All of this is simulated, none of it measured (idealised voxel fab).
Module name: voxel air gaps (process module)
For reference, the cross-section in this document is cut, with width 170 nm and square cells of 5 nm.
Throughout this document, each cross-section is represented as a grid of square cells and is presented as a sequence of bands enumerated from the top downward, where a band comprises one or more rows of cells.
Band: top and bottom heights (nm) first, top before bottom; then materials from left to right, widths in nm. "full width" marks a sole material filling the band edge to edge. "air" denotes empty space.
Zero point of the height axis is 0; under it, received wafer = one material. Lowest band: continues down indefinitely, "from 0 down".
The width entry "30..40" should be interpreted row by row: the top row of cells in the band takes the first number, the bottom row takes the second number, and the change between adjacent rows is uniform throughout.
"changes: none" -> step changed no cross-section cell.
"Closed void roster" contains a list of empty spaces, each no smaller than 8 cells and without an open way to the top, written in the form width x height at distance with the distance from the left edge and all three in nm.
Text after the settings on a step's line: the simulator's own remark on that step.
"overlay nm" answers the question of how far to the right of plan the mask lay on a step that has a mask, and when it is negative the answer is to the left.
-- The following list gives the planned process steps
1. RECEIVE: material Si
2. CONFORMAL_DEP: material SiO2, thk nm 15
3. CONFORMAL_DEP: material SiCN, thk nm 5
4. DIRECTIONAL_DEP: material lowk, thk nm 35
5. MASKED_ETCH: tone open, mask id LINES, width nm 20, pitch nm 50, etch materials lowk, depth nm 35, overlay nm 0
6. CONFORMAL_DEP: material TiN, thk nm 5
7. FILL_DEP: material Ru, thk nm 5
8. CMP: height nm 55
9. EPI: material Ru, thk nm 10
10. SELECTIVE_ETCH: etch materials lowk, depth nm 45
11. CONFORMAL_DEP: material SiCN, thk nm 5
-- Received-state cross-section, reflecting completion of step 1
> from 0 down  Si full width
> Closed void roster: none
-- Cross-section, end of module. Start: as above. Plan: as above. Execution: one mistake
> from 65 to 60  air 10 nm, SiCN 150 nm, air 10 nm
> from 60 to 50  air 10 nm, SiCN 5 nm, Ru 40 nm, SiCN 10 nm, Ru 40 nm, SiCN 10 nm, Ru 40 nm, SiCN 5 nm, air 10 nm
> from 50 to 45  air 10 nm, SiCN 15 nm, TiN 5 nm, Ru 10 nm, TiN 5 nm, SiCN 30 nm, TiN 5 nm, Ru 10 nm, TiN 5 nm, SiCN 30 nm, TiN 5 nm, Ru 10 nm, TiN 5 nm, SiCN 15 nm, air 10 nm
> from 45 to 25  air 20 nm, SiCN 5 nm, TiN 5 nm, Ru 10 nm, TiN 5 nm, SiCN 5 nm, air 20 nm, SiCN 5 nm, TiN 5 nm, Ru 10 nm, TiN 5 nm, SiCN 5 nm, air 20 nm, SiCN 5 nm, TiN 5 nm, Ru 10 nm, TiN 5 nm, SiCN 5 nm, air 20 nm
> from 25 to 20  SiCN 25 nm, TiN 20 nm, SiCN 30 nm, TiN 20 nm, SiCN 30 nm, TiN 20 nm, SiCN 25 nm
> from 20 to 15  SiCN full width
> from 15 to 0  SiO2 full width
> from 0 down  Si full width
> Closed void roster: 20 x 20 at 50; 20 x 20 at 100
So what did we get wrong on this run? step 8 ran differently from the plan; actual operation with settings: CMP: height nm 50
